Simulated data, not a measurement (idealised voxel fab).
Module name: voxel released beams (process module)
In the cross-section labelled cut, the width is 270 nm and each square cell is 5 nm.
Heads up, the way a cross-section reads in here is a grid of square cells, handed over as bands from the top down, with every band being one or more rows of cells. Band: top and bottom heights (nm) first, top before bottom; then materials from left to right, widths in nm. "everywhere" marks a sole material filling the band edge to edge. "blank" denotes empty space. Note: height 0 marks the level under which the wafer is uniformly one material as received. Lowest band unbounded below, written "0 nm and below". The expression "30->40" gives the width at the extremes of the band, the first number at its top row of cells and the second at its bottom row, with the width changing by equal amounts from each row to the next in between. It should be understood that the words "nothing different", when stated for a given step, signify that the cross-section underwent no change in any of its cells during that step. Entry "Entrapped void list" = empty spaces >= 8 cells with no open way to the top; each as width x height at distance, distance from left edge, all nm. Note: text after step settings on the step line = simulator remark on that step. What "overlay nm" on a step's line means: if the step has a mask, that mask lay this far to the right of its planned place, or, when the value is negative, to the left.
### Planned step list for the process
step 1: RECEIVE: material Si
step 2: CONFORMAL_DEP: material Al2O3, thk nm 5
step 3: DIRECTIONAL_DEP: material SiO2, thk nm 10
step 4: MASKED_ETCH: tone open, mask id ANCHOR, width nm 25, etch materials SiO2, depth nm 10, overlay nm 0
step 5: CONFORMAL_DEP: material W, thk nm 10
step 6: MASKED_ETCH: tone cover, mask id BEAM, width nm 105, etch materials W, depth nm 10, overlay nm 0
step 7: STRIP: etch materials SiO2
### Cross-section, incoming material, after step 1
	0 nm and below  Si everywhere
	Entrapped void list: none
### Here's the cross-section of the first of our two wafers at the end of the module - it ran as planned
	25 nm to 15 nm  80 blank | 15 W | 5 blank | 85 W | 85 blank
	15 nm to 5 nm  85 blank | 25 W | 160 blank
	5 nm to 0 nm  Al2O3 everywhere
	0 nm and below  Si everywhere
	Entrapped void list: none
### Cross-sectional view: second of two wafers, end of module; start and plan identical to the first, one mistake in running
	15 nm to 5 nm  85 blank | 10 W | 5 blank | 10 W | 160 blank
	5 nm to 0 nm  Al2O3 everywhere
	0 nm and below  Si everywhere
	Entrapped void list: none
Plan not followed: contrary to plan, step 6 was performed as MASKED_ETCH: tone open, mask id BEAM, width nm 105, etch materials W, depth nm 10, overlay nm 0
The second wafer ends with more or fewer cells of some materials than the first, per final count: 42 fewer of W
